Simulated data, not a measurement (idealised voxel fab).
Name of the process module below: voxel local oxidation
This is section cut - it's 205 nm across, gridded in 5 nm square cells.
The cross-sections in this document take the form of a grid made of square cells. They are written out as bands, in order from top to bottom. Each band consists of one or more rows of cells. Basically the band line says how high the top is and how high the bottom is, in nm, and then what's in it from left to right, every material with its width in nm. Empty space shows up as "empty", and if a single material carries "all across" it runs the full band edge to edge. For the purposes of this specification, 0 denotes the height below which the wafer in its as-received condition is composed wholly of one material, and the lowermost band, lacking a lower limit, extends downward without end, as expressed in "0..down". When a width is written as two numbers, as in "30 to 40", the first number is the width in the top row of cells of the band and the second is the width in its bottom row, and the width changes by the same amount from each row to the next. Step note "changes: none" = no cross-section cell changed. Each empty space that has no open way to the top and spans at least 8 cells appears under "Enclosed cavities" as width x height at distance, the distance counted from the left edge, all in nm. It should be noted that, on the line of a given step, the content following the step's settings is a remark produced by the simulator itself with respect to that step. When a step includes a mask, the "overlay nm" setting on its line states how far to the right of its planned place that mask lay, and negative values state how far to the left.
[So here's the lineup of process steps we planned]
1: RECEIVE,material Si
2: OXIDIZE,depth nm 5
3: CONFORMAL_DEP,material SiN,thk nm 15
4: DIRECTIONAL_DEP,material aC,thk nm 15
5: PATTERN,tone cover,mask id ACTIVE,material resist,width nm 130,thk nm 35,overlay nm 0
6: DIRECTIONAL_ETCH,etch materials aC,depth nm 15
7: STRIP,etch materials resist
8: DIRECTIONAL_ETCH,etch materials SiN,depth nm 15
9: STRIP,etch materials aC
10: SELECTIVE_ETCH,etch materials SiO2,depth nm 5
11: OXIDIZE,depth nm 15
12: STRIP,etch materials SiN
[Here's what the wafer looked like in cross-section when it arrived - that's after step 1]
  0..down | Si all across
  Enclosed cavities: none
[Module complete, cross-section. Starting point and plan per above. One mistake made in running the module]
  0..-5 | 40 empty, 120 SiO2, 45 empty
  -5..-30 | 65 SiO2, 70 Si, 70 SiO2
  -30..down | Si all across
  Enclosed cavities: none
It is concluded that the wafer was processed incorrectly with respect to the plan, in that step 11 was not run as planned; what actually ran was OXIDIZE,depth nm 25
